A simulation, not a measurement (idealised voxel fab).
voxel spacer lines: a process module
Section shown: cut. Width: 300 nm. Cell size: 5 nm, square.
Square cells in a grid make up a cross-section in this document, and the grid is given as bands, listed from the top down, each one or more rows of cells. This entry defines a band. It first specifies the height of the band's top and the height of its bottom in nm, and then specifies the band's materials from left to right, stating each material with its width in nm. The word "everywhere" identifies a single material that fills the band from edge to edge, while the word "blank" identifies empty space. Note: height 0 marks the level under which the wafer is uniformly one material as received. Lowest band unbounded below, written "0 and below". Graded width ("30..40"): value in top row of band = first number; value in bottom row = second number; row-to-row change constant. Take "nothing got changed" at face value: in the step it is given for, the cross-section changed in none of its cells. The list in "Closed void list" covers empty spaces of 8 cells or more that cannot reach the top through any open way, and it gives each as width x height at distance; the distance is from the left edge, and width, height and distance are in nm. Anything after a step's settings on that line? It's the simulator's own note about the step. "overlay nm" on a masked step: distance the mask lay right of its planned place, negative for left.
Steps planned for the process:
1,RECEIVE: material Si
2,CONFORMAL_DEP: material Al2O3, thk nm 10
3,DIRECTIONAL_DEP: material TiN, thk nm 15
4,DIRECTIONAL_DEP: material aC, thk nm 30
5,PATTERN: tone cover, mask id MANDREL, material resist, width nm 20, pitch nm 60, thk nm 35, overlay nm 0
6,DIRECTIONAL_ETCH: etch materials aC, depth nm 30
7,STRIP: etch materials resist
8,CONFORMAL_DEP: material SiO2, thk nm 10
9,DIRECTIONAL_ETCH: etch materials SiO2, depth nm 10
10,STRIP: etch materials aC
11,DIRECTIONAL_ETCH: etch materials TiN, depth nm 15
12,STRIP: etch materials SiO2
As received (post step 1): cross-section:
0 and below  Si everywhere
Closed void list: none
Result of the module, cross-sectioned: start per above, plan per above, one error in how it was run:
40 down to 25  blank 70 nm / TiN 10 nm / blank 20 nm / TiN 10 nm / blank 20 nm / TiN 10 nm / blank 20 nm / TiN 10 nm / blank 20 nm / TiN 10 nm / blank 20 nm / TiN 10 nm / blank 70 nm
25 down to 10  TiN everywhere
10 down to 0  Al2O3 everywhere
0 and below  Si everywhere
Closed void list: none
Here's what went sideways: step 3 of the plan was performed twice
